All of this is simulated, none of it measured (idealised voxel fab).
This section sets out a process module, namely voxel ribs on slabs.
175 nm wide, 5 nm square cells: that's cross-section cut.
Format of a cross-section: grid, square cells. Given as bands. Order: top down. Band: one or more rows of cells.
Heads up on the band format: heights come first, top then bottom, in nm. After that it's the materials left to right, each with its width in nm. A single material flagged "everywhere" fills the whole band edge to edge, and "air" means there's empty space there.
Where do heights start? At 0: under that level the wafer as delivered is made of one material only. And the lowest band has no floor; it just carries on downward, as in "0 nm and below".
With a width like "30..40", each row of cells in the band differs from the next by the same amount, the top row carrying the first number and the bottom row the second.
"no modifications" for a step: no cell of the cross-section changed in that step.
Empty spaces without an open route to the top, at least 8 cells in extent, make up the entry "Internal closed voids"; each is given as width x height at distance, where the distance is measured from the left edge, and all are in nm.
Past the settings on a step's line: simulator remark, on that step.
The optional step-line setting "overlay nm" applies to steps with a mask and quantifies how far to the right of its planned location the mask lay, a negative value indicating leftward placement.
## These are the steps we planned for the process
| 1 | RECEIVE with material Si |
| 2 | DIRECTIONAL_DEP with material SiO2, thk nm 20 |
| 3 | DIRECTIONAL_DEP with material SiN, thk nm 15 |
| 4 | MASKED_ETCH with tone cover, mask id RIB, width nm 25, etch materials SiN, depth nm 5, overlay nm 0 |
| 5 | MASKED_ETCH with tone cover, mask id SLAB, width nm 55, etch materials SiN, depth nm 10, overlay nm 0 |
| 6 | FILL_DEP with material SiO2, thk nm 15 |
| 7 | CMP with height nm 45 |
| 8 | DIRECTIONAL_DEP with material W, thk nm 10 |
| 9 | PATTERN with tone cover, mask id HEATER, material resist, width nm 35, thk nm 15, overlay nm 0 |
| 10 | DIRECTIONAL_ETCH with etch materials W, depth nm 10 |
| 11 | STRIP with etch materials resist |
| 12 | CONFORMAL_DEP with material SiN, thk nm 10 |
## As-received wafer cross-section (after step 1)
	0 nm and below | Si everywhere
	Internal closed voids: none
## Figure: cross-sectional view of the wafer upon completion of the module, processed from the initial state and according to the plan depicted above, with one error introduced during execution
	55 nm to 45 nm | air: 70  W: 35  air: 70
	45 nm to 35 nm | SiO2 everywhere
	35 nm to 30 nm | SiO2: 75  SiN: 25  SiO2: 75
	30 nm to 20 nm | SiO2: 60  SiN: 55  SiO2: 60
	20 nm to 0 nm | SiO2 everywhere
	0 nm and below | Si everywhere
	Internal closed voids: none
What went wrong in running the wafer? step 12 of the plan was bypassed and not carried out
